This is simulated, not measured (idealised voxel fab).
process module | voxel double patterning
cross-section cut | 230 nm wide | cells 5 nm
A cross-section is a grid of square cells, given in bands from the top down. A band is one or more rows of cells.
Each band's line starts with the height of the band's top and of its bottom, in nm. Then come its materials from left to right, each with its width in nm. One material with "throughout" fills the band from edge to edge. "air" is empty space.
Height 0 is the level under which the wafer as received is all one material. The lowest band goes on downwards, as in "0 down".
A width such as "30 to 40" changes by the same amount from each row of cells to the next, from the band's top row to its bottom row.
"no change" after a step means that no cell of the cross-section changed.
closed voids: empty space of 8 cells or more with no open way to the top, each as width x height at its distance from the left edge, in nm
after a step's settings: what the simulator itself notes on the step
overlay nm, on a step with a mask: how far to the right of its planned place the mask lay; to the left if negative
plan
1 op RECEIVE | material Si
2 op CONFORMAL_DEP | material SiO2 | thk nm 5
3 op DIRECTIONAL_DEP | material TiN | thk nm 20
4 op DIRECTIONAL_DEP | material SiCN | thk nm 10
5 op MASKED_ETCH | tone open | mask id FIRST | width nm 15 | pitch nm 50 | etch materials SiCN | depth nm 10 | overlay nm 0
6 op DIRECTIONAL_DEP | material aC | thk nm 10
7 op PATTERN | tone open | mask id SECOND | material resist | width nm 15 | pitch nm 50 | thk nm 25 | overlay nm 0
8 op DIRECTIONAL_ETCH | etch materials aC | depth nm 10
9 op STRIP | etch materials resist
10 op DIRECTIONAL_ETCH | etch materials SiCN | depth nm 10
11 op STRIP | etch materials aC
12 op DIRECTIONAL_ETCH | etch materials TiN | depth nm 20
13 op STRIP | etch materials SiCN
first wafer, as planned
as received, after step 1
  0 down: Si throughout
  closed voids: none
after step 2
  5 to 0: SiO2 throughout
  below 0: unchanged
after step 3
  25 to 5: TiN throughout
  below 5: unchanged
after step 4
  35 to 25: SiCN throughout
  below 25: unchanged
after step 5
  35 to 25: SiCN 55 | air 15 | SiCN 35 | air 15 | SiCN 35 | air 15 | SiCN 60
  below 25: unchanged
after step 6
  45 to 35: aC 55 | air 15 | aC 35 | air 15 | aC 35 | air 15 | aC 60
  35 to 25: SiCN 55 | aC 15 | SiCN 35 | aC 15 | SiCN 35 | aC 15 | SiCN 60
  below 25: unchanged
after step 7
  70 to 45: resist 80 | air 15 | resist 35 | air 15 | resist 85
  45 to 35: aC 55 | resist 15 | aC 35 | resist 15 | aC 35 | resist 15 | aC 60
  below 35: unchanged
after step 8
  60 to 45: resist 80 | air 15 | resist 35 | air 15 | resist 85
  45 to 35: aC 55 | resist 15 | aC 10 | air 15 | aC 10 | resist 15 | aC 10 | air 15 | aC 10 | resist 15 | aC 60
  below 35: unchanged
after step 9
  45 to 35: aC 55 | air 15 | aC 10 | air 15 | aC 10 | air 15 | aC 10 | air 15 | aC 10 | air 15 | aC 60
  below 35: unchanged
after step 10
  45 to 35: aC 55 | air 15 | aC 10 | air 15 | aC 10 | air 15 | aC 10 | air 15 | aC 10 | air 15 | aC 60
  35 to 25: SiCN 55 | aC 15 | SiCN 10 | air 15 | SiCN 10 | aC 15 | SiCN 10 | air 15 | SiCN 10 | aC 15 | SiCN 60
  below 25: unchanged
after step 11
  35 to 25: SiCN 55 | air 15 | SiCN 10 | air 15 | SiCN 10 | air 15 | SiCN 10 | air 15 | SiCN 10 | air 15 | SiCN 60
  below 25: unchanged
after step 12
  35 to 25: SiCN 55 | air 15 | SiCN 10 | air 15 | SiCN 10 | air 15 | SiCN 10 | air 15 | SiCN 10 | air 15 | SiCN 60
  25 to 5: TiN 55 | air 15 | TiN 10 | air 15 | TiN 10 | air 15 | TiN 10 | air 15 | TiN 10 | air 15 | TiN 60
  below 5: unchanged
after step 13
  25 to 5: TiN 55 | air 15 | TiN 10 | air 15 | TiN 10 | air 15 | TiN 10 | air 15 | TiN 10 | air 15 | TiN 60
  below 5: unchanged
second wafer: like start, like plan, one mistake. Through step 1 it matches the first wafer
when step 2 should have ended
  20 to 0: TiN throughout
  below 0: unchanged
when step 3 should have ended
  25 to 20: SiO2 throughout
  below 20: unchanged
when step 4 should have ended
  35 to 25: SiCN throughout
  below 25: unchanged
when step 5 should have ended
  35 to 25: SiCN 55 | air 15 | SiCN 35 | air 15 | SiCN 35 | air 15 | SiCN 60
  below 25: unchanged
when step 6 should have ended
  45 to 35: aC 55 | air 15 | aC 35 | air 15 | aC 35 | air 15 | aC 60
  35 to 25: SiCN 55 | aC 15 | SiCN 35 | aC 15 | SiCN 35 | aC 15 | SiCN 60
  below 25: unchanged
when step 7 should have ended
  70 to 45: resist 80 | air 15 | resist 35 | air 15 | resist 85
  45 to 35: aC 55 | resist 15 | aC 35 | resist 15 | aC 35 | resist 15 | aC 60
  below 35: unchanged
when step 8 should have ended
  60 to 45: resist 80 | air 15 | resist 35 | air 15 | resist 85
  45 to 35: aC 55 | resist 15 | aC 10 | air 15 | aC 10 | resist 15 | aC 10 | air 15 | aC 10 | resist 15 | aC 60
  below 35: unchanged
when step 9 should have ended
  45 to 35: aC 55 | air 15 | aC 10 | air 15 | aC 10 | air 15 | aC 10 | air 15 | aC 10 | air 15 | aC 60
  below 35: unchanged
when step 10 should have ended
  45 to 35: aC 55 | air 15 | aC 10 | air 15 | aC 10 | air 15 | aC 10 | air 15 | aC 10 | air 15 | aC 60
  35 to 25: SiCN 55 | aC 15 | SiCN 10 | air 15 | SiCN 10 | aC 15 | SiCN 10 | air 15 | SiCN 10 | aC 15 | SiCN 60
  below 25: unchanged
when step 11 should have ended
  35 to 25: SiCN 55 | air 15 | SiCN 10 | air 15 | SiCN 10 | air 15 | SiCN 10 | air 15 | SiCN 10 | air 15 | SiCN 60
  below 25: unchanged
when step 12 should have ended: no change
when step 13 should have ended
  25 to 20: SiO2 throughout
  below 20: unchanged
what went wrong: steps 2 and 3 were swapped
at the end the second wafer has, in cells: 60 more of TiN
